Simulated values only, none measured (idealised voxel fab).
voxel capacitor over wiring: a process module
Shown is cross-section cut, with a width of 160 nm and square cells of size 5 nm.
In this document a cross-section is written as a grid of square cells. It is given as a series of bands, listed from the top down, and a band is one or more rows of cells.
Look at the band entry: it leads with the top's height and the bottom's height in nm. Then it lists the materials left to right, with a width in nm for each. The word "everywhere" on a single material says that material fills the band edge to edge. The word "air" is empty space.
Height datum 0, below which the as-received substrate wafer is one material. Lowest band open at the bottom, running downward: "0 down".
Think of "30..40" as a width that walks from the first number to the second as you go down the band, top row to bottom row, taking equal-sized steps from row to row.
"nothing changed" (step): cross-section cells unchanged, all of them.
The list in "Entrapped voids" covers empty spaces of 8 cells or more that cannot reach the top through any open way, and it gives each as width x height at distance; the distance is from the left edge, and width, height and distance are in nm.
The remark found on a step's line after its settings is issued by the simulator itself and pertains to that step.
"overlay nm" answers the question of how far to the right of plan the mask lay on a step that has a mask, and when it is negative the answer is to the left.
Steps planned for the process
- 1: RECEIVE [material Si]
- 2: CONFORMAL_DEP [material SiO2] [thk nm 15]
- 3: DIRECTIONAL_DEP [material TiN] [thk nm 5]
- 4: DIRECTIONAL_DEP [material W] [thk nm 25]
- 5: DIRECTIONAL_DEP [material aC] [thk nm 10]
- 6: PATTERN [tone cover] [mask id METAL_1] [material resist] [width nm 20] [pitch nm 70] [thk nm 25] [overlay nm 0]
- 7: DIRECTIONAL_ETCH [etch materials aC] [depth nm 10]
- 8: STRIP [etch materials resist]
- 9: DIRECTIONAL_ETCH [etch materials W] [depth nm 25]
- 10: DIRECTIONAL_ETCH [etch materials TiN] [depth nm 5]
- 11: STRIP [etch materials aC]
- 12: FILL_DEP [material SiO2] [thk nm 5]
- 13: CMP [height nm 45]
- 14: CONFORMAL_DEP [material SiCN] [thk nm 5]
- 15: DIRECTIONAL_DEP [material lowk] [thk nm 10]
- 16: MASKED_ETCH [tone open] [mask id PLUG_1] [width nm 15] [etch materials lowk] [depth nm 10] [overlay nm 0]
- 17: MASKED_ETCH [tone open] [mask id PLUG_1] [width nm 15] [etch materials SiCN] [depth nm 5] [overlay nm 0]
- 18: EPI [material Ru] [thk nm 10]
- 19: EPI [material Ru] [thk nm 5]
- 20: DIRECTIONAL_DEP [material TiN] [thk nm 10]
- 21: DIRECTIONAL_DEP [material SiN] [thk nm 5]
- 22: DIRECTIONAL_DEP [material TiN] [thk nm 10]
- 23: DIRECTIONAL_DEP [material aC] [thk nm 10]
- 24: PATTERN [tone cover] [mask id UPPER_PLATE] [material resist] [width nm 55] [thk nm 30] [overlay nm 0]
- 25: DIRECTIONAL_ETCH [etch materials aC] [depth nm 10]
- 26: STRIP [etch materials resist]
- 27: DIRECTIONAL_ETCH [etch materials TiN] [depth nm 10]
- 28: DIRECTIONAL_ETCH [etch materials SiN] [depth nm 5]
- 29: STRIP [etch materials aC]
- 30: PATTERN [tone cover] [mask id LOWER_PLATE] [material resist] [width nm 65] [thk nm 20] [overlay nm 0]
- 31: DIRECTIONAL_ETCH [etch materials TiN] [depth nm 10]
- 32: STRIP [etch materials resist]
- 33: FILL_DEP [material SiO2] [thk nm 15]
- 34: CMP [height nm 95]
- 35: PATTERN [tone open] [mask id PLUG_2] [material resist] [width nm 15] [thk nm 15] [overlay nm 0]
- 36: DIRECTIONAL_ETCH [etch materials SiO2] [depth nm 10]
- 37: STRIP [etch materials resist]
- 38: CONFORMAL_DEP [material TiN] [thk nm 5]
- 39: FILL_DEP [material W] [thk nm 10]
- 40: CMP [height nm 95]
- 41: CONFORMAL_DEP [material SiCN] [thk nm 5]
As-received wafer cross-section (after step 1)
    0 down  Si everywhere
    Entrapped voids: none
A wafer at the end: this start, this plan, one mistake
    100 to 95  SiCN everywhere
    95 to 90  50 nm SiO2  5 nm TiN  5 nm W  5 nm TiN  95 nm SiO2
    90 to 85  50 nm SiO2  15 nm TiN  95 nm SiO2
    85 to 80  SiO2 everywhere
    80 to 70  40 nm SiO2  55 nm TiN  65 nm SiO2
    70 to 60  35 nm SiO2  65 nm TiN  60 nm SiO2
    60 to 50  40 nm lowk  15 nm Ru  105 nm lowk
    50 to 45  40 nm SiCN  15 nm Ru  105 nm SiCN
    45 to 20  35 nm SiO2  20 nm W  50 nm SiO2  20 nm W  35 nm SiO2
    20 to 15  35 nm SiO2  20 nm TiN  50 nm SiO2  20 nm TiN  35 nm SiO2
    15 to 0  SiO2 everywhere
    0 down  Si everywhere
    Entrapped voids: none
Want to know what went wrong? step 21 of the plan was omitted and not executed
